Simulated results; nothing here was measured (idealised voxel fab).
process module | voxel trench capacitor
cross-section cut | 160 nm wide | cells 5 nm
A cross-section is a grid of square cells, given in bands from the top down. A band is one or more rows of cells.
Each band's line starts with the height of the band's top and of its bottom, in nm. Then come its materials from left to right, each with its width in nm. One material with "throughout" fills the band from edge to edge. "air" is empty space.
Height 0 is the level under which the wafer as received is all one material. The lowest band goes on downwards, as in "0 down".
A width such as "30 to 40" changes by the same amount from each row of cells to the next, from the band's top row to its bottom row.
"no change" after a step means that no cell of the cross-section changed.
closed voids: empty space of 8 cells or more with no open way to the top, each as width x height at its distance from the left edge, in nm
after a step's settings: what the simulator itself notes on the step
overlay nm, on a step with a mask: how far to the right of its planned place the mask lay; to the left if negative
plan
1 op RECEIVE | material Si
2 op CONFORMAL_DEP | material SiN | thk nm 10
3 op MASKED_ETCH | tone open | mask id TRENCH | width nm 20 | pitch nm 35 | etch materials SiN | depth nm 10 | overlay nm 0
4 op MASKED_ETCH | tone open | mask id TRENCH | width nm 20 | pitch nm 35 | etch materials Si | depth nm 35 | overlay nm 0
5 op CONFORMAL_DEP | material SiO2 | thk nm 5
6 op FILL_DEP | material polySi | thk nm 10
7 op CMP | height nm 10
as received, after step 1
  0 down: Si throughout
  closed voids: none
first wafer at the end, as planned
  10 to 0: SiN 35 | SiO2 5 | polySi 10 | SiO2 5 | SiN 15 | SiO2 5 | polySi 10 | SiO2 5 | SiN 15 | SiO2 5 | polySi 10 | SiO2 5 | SiN 35
  0 to -30: Si 35 | SiO2 5 | polySi 10 | SiO2 5 | Si 15 | SiO2 5 | polySi 10 | SiO2 5 | Si 15 | SiO2 5 | polySi 10 | SiO2 5 | Si 35
  -30 to -35: Si 35 | SiO2 20 | Si 15 | SiO2 20 | Si 15 | SiO2 20 | Si 35
  -35 down: Si throughout
  closed voids: none
second wafer at the end: like start, like plan, one mistake
  10 to 5: polySi throughout
  5 to 0: SiO2 40 | polySi 10 | SiO2 25 | polySi 10 | SiO2 25 | polySi 10 | SiO2 40
  0 to -30: Si 35 | SiO2 5 | polySi 10 | SiO2 5 | Si 15 | SiO2 5 | polySi 10 | SiO2 5 | Si 15 | SiO2 5 | polySi 10 | SiO2 5 | Si 35
  -30 to -35: Si 35 | SiO2 20 | Si 15 | SiO2 20 | Si 15 | SiO2 20 | Si 35
  -35 down: Si throughout
  closed voids: none
what went wrong: step 2 was left out
at the end the second wafer has, in cells: 40 fewer of SiN | 14 more of SiO2 | 26 more of polySi
